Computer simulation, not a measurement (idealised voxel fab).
The following process module bears the name voxel fin reveal.
The width of the displayed cross-section, cut, is 250 nm; its cells are square, with a size of 5 nm.
Format of a cross-section: grid, square cells. Given as bands. Order: top down. Band: one or more rows of cells.
This entry defines a band. It first specifies the height of the band's top and the height of its bottom in nm, and then specifies the band's materials from left to right, stating each material with its width in nm. The word "all across" identifies a single material that fills the band from edge to edge, while the word "blank" identifies empty space.
Height is counted from the level 0, under which the received wafer is composed throughout of one material. The lowest of the bands is not closed at the bottom but continues downward, in the notation "0 down".
It should be noted that a width expressed as "30 to 40" varies in equal increments from row to row of cells within the band, taking the value of the first number at the top row and that of the second number at the bottom row.
You'll sometimes find "nothing changed" written for a step, and that's the way of saying that nowhere in the cross-section did a cell change during that step.
Look at "Closed void list" for the closed voids: empty spaces with no open path to the top, sized 8 cells or up. Each is width x height at distance, distance from the left edge, all nm.
Read whatever lies past the settings on a step's line as the simulator's own remark about the step.
On any step carrying a mask, the "overlay nm" setting, if present on the step's line, tells how far right of its planned place the mask lay; negative values point to the left.
LIST OF PLANNED PROCESS STEPS
1. RECEIVE, material Si
2. CONFORMAL_DEP, material SiN, thk nm 5
3. DIRECTIONAL_DEP, material aC, thk nm 15
4. PATTERN, tone cover, mask id FINS, material resist, width nm 15, pitch nm 35, thk nm 35, overlay nm 0
5. DIRECTIONAL_ETCH, etch materials aC, depth nm 15
6. STRIP, etch materials resist
7. DIRECTIONAL_ETCH, etch materials SiN, depth nm 5
8. DIRECTIONAL_ETCH, etch materials Si, depth nm 35
9. STRIP, etch materials aC
10. OXIDIZE, depth nm 5
11. FILL_DEP, material SiO2, thk nm 15
12. CMP, height nm 5
13. SELECTIVE_ETCH, etch materials SiO2, depth nm 25
14. STRIP, etch materials SiN
STEP 1 COMPLETE: CROSS-SECTION OF THE WAFER AS RECEIVED
0 down  Si all across
Closed void list: none
HERE'S THE CROSS-SECTION OF THE FIRST OF OUR TWO WAFERS AT THE END OF THE MODULE - IT RAN AS PLANNED
0 to -20  blank 85, Si 5, blank 30, Si 5, blank 30, Si 5, blank 90
-20 to -40  SiO2 85, Si 5, SiO2 30, Si 5, SiO2 30, Si 5, SiO2 90
-40 down  Si all across
Closed void list: none
CROSS-SECTION, WAFER TWO OF TWO, END OF MODULE: SAME START AND PLAN AS WAFER ONE, ONE ERROR IN EXECUTION
0 to -20  blank 85, Si 5, blank 30, Si 5, blank 30, Si 5, blank 90
-20 to -50  SiO2 85, Si 5, SiO2 30, Si 5, SiO2 30, Si 5, SiO2 90
-50 down  Si all across
Closed void list: none
What broke from the plan during processing? note that step 8 departed from the planned setting and was carried out as DIRECTIONAL_ETCH, etch materials Si, depth nm 45
Counted in cells at the end, the second wafer holds more or fewer of these materials than the first: Si: 94 fewer, SiO2: 94 more
